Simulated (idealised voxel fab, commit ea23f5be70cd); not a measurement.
process module | voxel spacer lines
cross-section cut | 280 nm wide | cells 5 nm
A cross-section is a grid of square cells, given in bands from the top down. A band is one or more rows of cells.
Each band's line starts with the height of the band's top and of its bottom, in nm. Then come its materials from left to right, each with its width in nm. One material with "throughout" fills the band from edge to edge. "air" is empty space.
Height 0 is the level under which the wafer as received is all one material. The lowest band goes on downwards, as in "0 down".
A width such as "30 to 40" changes by the same amount from each row of cells to the next, from the band's top row to its bottom row.
"no change" after a step means that no cell of the cross-section changed.
closed voids: empty space of 8 cells or more with no open way to the top, each as width x height at its distance from the left edge, in nm
after a step's settings: what the simulator itself notes on the step
overlay nm, on a step with a mask: how far to the right of its planned place the mask lay; to the left if negative
plan
1 op RECEIVE | material Si
2 op CONFORMAL_DEP | material Al2O3 | thk nm 5
3 op DIRECTIONAL_DEP | material polySi | thk nm 10
4 op DIRECTIONAL_DEP | material aC | thk nm 20
5 op PATTERN | tone cover | mask id MANDREL | material resist | width nm 15 | pitch nm 60 | thk nm 30 | overlay nm 0
6 op DIRECTIONAL_ETCH | etch materials aC | depth nm 20
7 op STRIP | etch materials resist
8 op CONFORMAL_DEP | material SiO2 | thk nm 15
9 op DIRECTIONAL_ETCH | etch materials SiO2 | depth nm 15
10 op STRIP | etch materials aC
11 op DIRECTIONAL_ETCH | etch materials polySi | depth nm 10
12 op STRIP | etch materials SiO2
first wafer, as planned
as received, after step 1
  0 down: Si throughout
  closed voids: none
after step 2
  5 to 0: Al2O3 throughout
  below 0: unchanged
after step 3
  15 to 5: polySi throughout
  below 5: unchanged
after step 4
  35 to 15: aC throughout
  below 15: unchanged
after step 5
  65 to 35: air 70 | resist 15 | air 45 | resist 15 | air 45 | resist 15 | air 75
  below 35: unchanged
after step 6
  45 to 35: air 70 | resist 15 | air 45 | resist 15 | air 45 | resist 15 | air 75
  35 to 15: air 70 | aC 15 | air 45 | aC 15 | air 45 | aC 15 | air 75
  below 15: unchanged
after step 7
  35 to 15: air 70 | aC 15 | air 45 | aC 15 | air 45 | aC 15 | air 75
  below 15: unchanged
after step 8
  50 to 35: air 55 | SiO2 45 | air 15 | SiO2 45 | air 15 | SiO2 45 | air 60
  35 to 30: air 55 | SiO2 15 | aC 15 | SiO2 15 | air 15 | SiO2 15 | aC 15 | SiO2 15 | air 15 | SiO2 15 | aC 15 | SiO2 15 | air 60
  30 to 15: SiO2 70 | aC 15 | SiO2 45 | aC 15 | SiO2 45 | aC 15 | SiO2 75
  below 15: unchanged
after step 9
  35 to 15: air 55 | SiO2 15 | aC 15 | SiO2 15 | air 15 | SiO2 15 | aC 15 | SiO2 15 | air 15 | SiO2 15 | aC 15 | SiO2 15 | air 60
  below 15: unchanged
after step 10
  35 to 15: air 55 | SiO2 15 | air 15 | SiO2 15 | air 15 | SiO2 15 | air 15 | SiO2 15 | air 15 | SiO2 15 | air 15 | SiO2 15 | air 60
  below 15: unchanged
after step 11
  35 to 15: air 55 | SiO2 15 | air 15 | SiO2 15 | air 15 | SiO2 15 | air 15 | SiO2 15 | air 15 | SiO2 15 | air 15 | SiO2 15 | air 60
  15 to 5: air 55 | polySi 15 | air 15 | polySi 15 | air 15 | polySi 15 | air 15 | polySi 15 | air 15 | polySi 15 | air 15 | polySi 15 | air 60
  below 5: unchanged
after step 12
  15 to 5: air 55 | polySi 15 | air 15 | polySi 15 | air 15 | polySi 15 | air 15 | polySi 15 | air 15 | polySi 15 | air 15 | polySi 15 | air 60
  below 5: unchanged
second wafer: like start, like plan, one mistake. Through step 4 it matches the first wafer
when step 5 should have ended
  65 to 35: air 65 | resist 25 | air 35 | resist 25 | air 35 | resist 25 | air 70
  below 35: unchanged
when step 6 should have ended
  45 to 35: air 65 | resist 25 | air 35 | resist 25 | air 35 | resist 25 | air 70
  35 to 15: air 65 | aC 25 | air 35 | aC 25 | air 35 | aC 25 | air 70
  below 15: unchanged
when step 7 should have ended
  35 to 15: air 65 | aC 25 | air 35 | aC 25 | air 35 | aC 25 | air 70
  below 15: unchanged
when step 8 should have ended
  50 to 35: air 50 | SiO2 55 | air 5 | SiO2 55 | air 5 | SiO2 55 | air 55
  35 to 30: air 50 | SiO2 15 | aC 25 | SiO2 15 | air 5 | SiO2 15 | aC 25 | SiO2 15 | air 5 | SiO2 15 | aC 25 | SiO2 15 | air 55
  30 to 15: SiO2 65 | aC 25 | SiO2 35 | aC 25 | SiO2 35 | aC 25 | SiO2 70
  below 15: unchanged
when step 9 should have ended
  35 to 15: air 50 | SiO2 15 | aC 25 | SiO2 15 | air 5 | SiO2 15 | aC 25 | SiO2 15 | air 5 | SiO2 15 | aC 25 | SiO2 15 | air 55
  below 15: unchanged
when step 10 should have ended
  35 to 15: air 50 | SiO2 15 | air 25 | SiO2 15 | air 5 | SiO2 15 | air 25 | SiO2 15 | air 5 | SiO2 15 | air 25 | SiO2 15 | air 55
  below 15: unchanged
when step 11 should have ended
  35 to 15: air 50 | SiO2 15 | air 25 | SiO2 15 | air 5 | SiO2 15 | air 25 | SiO2 15 | air 5 | SiO2 15 | air 25 | SiO2 15 | air 55
  15 to 5: air 50 | polySi 15 | air 25 | polySi 15 | air 5 | polySi 15 | air 25 | polySi 15 | air 5 | polySi 15 | air 25 | polySi 15 | air 55
  below 5: unchanged
when step 12 should have ended
  15 to 5: air 50 | polySi 15 | air 25 | polySi 15 | air 5 | polySi 15 | air 25 | polySi 15 | air 5 | polySi 15 | air 25 | polySi 15 | air 55
  below 5: unchanged
what went wrong: step 5 ran as: op PATTERN | tone cover | mask id MANDREL | material resist | width nm 25 | pitch nm 60 | thk nm 30 | overlay nm 0
at the end the second wafer has, in cells: as many of each material as the first, in other places
